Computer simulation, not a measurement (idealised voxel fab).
This is a process module. Its name is voxel gate over fins.
Square cells of 5 nm make up the cross-section cut, whose width is 210 nm.
For the purposes of this document, a cross-section shall be understood as a grid of square cells, specified as bands listed in top-to-bottom order, each band consisting of one or more rows of cells. A band entry consists of two parts. The first gives the height of the band's top and the height of its bottom, in nm. The rest lists the band's materials from left to right, each with its width in nm. A single material labelled with the word "all across" fills the band from edge to edge, and the word "blank" marks empty space. Heads up on the height convention: 0 is the point under which the incoming wafer is all one material, and the lowest band has no bottom, it just keeps going down, like "top 0, no bottom". The expression "30->40" gives the width at the extremes of the band, the first number at its top row of cells and the second at its bottom row, with the width changing by equal amounts from each row to the next in between. "no change occurred", as given for a step, is the statement that not any cell of the cross-section underwent a change during that step. Listed in "Completely sealed voids": every empty space of 8 or more cells without an open way to the top. Form: width x height at distance, the distance being from the left edge, all in nm. Past the settings on a step's line: simulator remark, on that step. When a step includes a mask, the "overlay nm" setting on its line states how far to the right of its planned place that mask lay, and negative values state how far to the left.

Planned step list for the process:
| 1 | RECEIVE, material Si |
| 2 | CONFORMAL_DEP, material SiN, thk nm 5 |
| 3 | DIRECTIONAL_DEP, material aC, thk nm 10 |
| 4 | PATTERN, tone cover, mask id FINS, material resist, width nm 15, pitch nm 35, thk nm 30, overlay nm 0 |
| 5 | DIRECTIONAL_ETCH, etch materials aC, depth nm 10 |
| 6 | STRIP, etch materials resist |
| 7 | DIRECTIONAL_ETCH, etch materials SiN, depth nm 5 |
| 8 | DIRECTIONAL_ETCH, etch materials Si, depth nm 35 |
| 9 | STRIP, etch materials aC |
| 10 | OXIDIZE, depth nm 5 |
| 11 | FILL_DEP, material SiO2, thk nm 15 |
| 12 | CMP, height nm 5 |
| 13 | SELECTIVE_ETCH, etch materials SiO2, depth nm 20 |
| 14 | STRIP, etch materials SiN |
| 15 | CONFORMAL_DEP, material HfO2, thk nm 5 |
| 16 | CONFORMAL_DEP, material TiN, thk nm 5 |
| 17 | CONFORMAL_DEP, material TiAl, thk nm 5 |
| 18 | CONFORMAL_DEP, material TiN, thk nm 5 |
| 19 | FILL_DEP, material W, thk nm 15 |
| 20 | CMP, height nm 30 |
| 21 | CONFORMAL_DEP, material SiN, thk nm 5 |

Cross-sectional view of the wafer in its as-received condition, corresponding to the state after step 1:
    top 0, no bottom  Si all across
    Completely sealed voids: none

Final cross-section, module run with one mistake (start and plan as above):
    top 35, bottom 30  SiN all across
    top 30, bottom 20  W all across
    top 20, bottom 15  30 nm W | 150 nm TiN | 30 nm W
    top 15, bottom 10  30 nm W | 5 nm TiN | 140 nm TiAl | 5 nm TiN | 30 nm W
    top 10, bottom 5  30 nm W | 5 nm TiN | 5 nm TiAl | 25 nm TiN | 10 nm TiAl | 25 nm TiN | 10 nm TiAl | 25 nm TiN | 10 nm TiAl | 25 nm TiN | 5 nm TiAl | 5 nm TiN | 30 nm W
    top 5, bottom 0  30 nm W | 5 nm TiN | 5 nm TiAl | 5 nm TiN | 15 nm HfO2 | 5 nm TiN | 10 nm TiAl | 5 nm TiN | 15 nm HfO2 | 5 nm TiN | 10 nm TiAl | 5 nm TiN | 15 nm HfO2 | 5 nm TiN | 10 nm TiAl | 5 nm TiN | 15 nm HfO2 | 5 nm TiN | 5 nm TiAl | 5 nm TiN | 30 nm W
    top 0, bottom -15  30 nm W | 5 nm TiN | 5 nm TiAl | 5 nm TiN | 5 nm HfO2 | 5 nm Si | 5 nm HfO2 | 5 nm TiN | 10 nm TiAl | 5 nm TiN | 5 nm HfO2 | 5 nm Si | 5 nm HfO2 | 5 nm TiN | 10 nm TiAl | 5 nm TiN | 5 nm HfO2 | 5 nm Si | 5 nm HfO2 | 5 nm TiN | 10 nm TiAl | 5 nm TiN | 5 nm HfO2 | 5 nm Si | 5 nm HfO2 | 5 nm TiN | 5 nm TiAl | 5 nm TiN | 30 nm W
    top -15, bottom -20  35 nm TiN | 5 nm TiAl | 5 nm TiN | 5 nm HfO2 | 5 nm Si | 5 nm HfO2 | 5 nm TiN | 10 nm TiAl | 5 nm TiN | 5 nm HfO2 | 5 nm Si | 5 nm HfO2 | 5 nm TiN | 10 nm TiAl | 5 nm TiN | 5 nm HfO2 | 5 nm Si | 5 nm HfO2 | 5 nm TiN | 10 nm TiAl | 5 nm TiN | 5 nm HfO2 | 5 nm Si | 5 nm HfO2 | 5 nm TiN | 5 nm TiAl | 35 nm TiN
    top -20, bottom -25  40 nm TiAl | 5 nm TiN | 5 nm HfO2 | 5 nm Si | 5 nm HfO2 | 5 nm TiN | 10 nm TiAl | 5 nm TiN | 5 nm HfO2 | 5 nm Si | 5 nm HfO2 | 5 nm TiN | 10 nm TiAl | 5 nm TiN | 5 nm HfO2 | 5 nm Si | 5 nm HfO2 | 5 nm TiN | 10 nm TiAl | 5 nm TiN | 5 nm HfO2 | 5 nm Si | 5 nm HfO2 | 5 nm TiN | 40 nm TiAl
    top -25, bottom -30  45 nm TiN | 5 nm HfO2 | 5 nm Si | 5 nm HfO2 | 20 nm TiN | 5 nm HfO2 | 5 nm Si | 5 nm HfO2 | 20 nm TiN | 5 nm HfO2 | 5 nm Si | 5 nm HfO2 | 20 nm TiN | 5 nm HfO2 | 5 nm Si | 5 nm HfO2 | 45 nm TiN
    top -30, bottom -35  50 nm HfO2 | 5 nm Si | 30 nm HfO2 | 5 nm Si | 30 nm HfO2 | 5 nm Si | 30 nm HfO2 | 5 nm Si | 50 nm HfO2
    top -35, bottom -40  50 nm SiO2 | 5 nm Si | 30 nm SiO2 | 5 nm Si | 30 nm SiO2 | 5 nm Si | 30 nm SiO2 | 5 nm Si | 50 nm SiO2
    top -40, no bottom  Si all across
    Completely sealed voids: none
Run error: the plan had its step 13 run twice
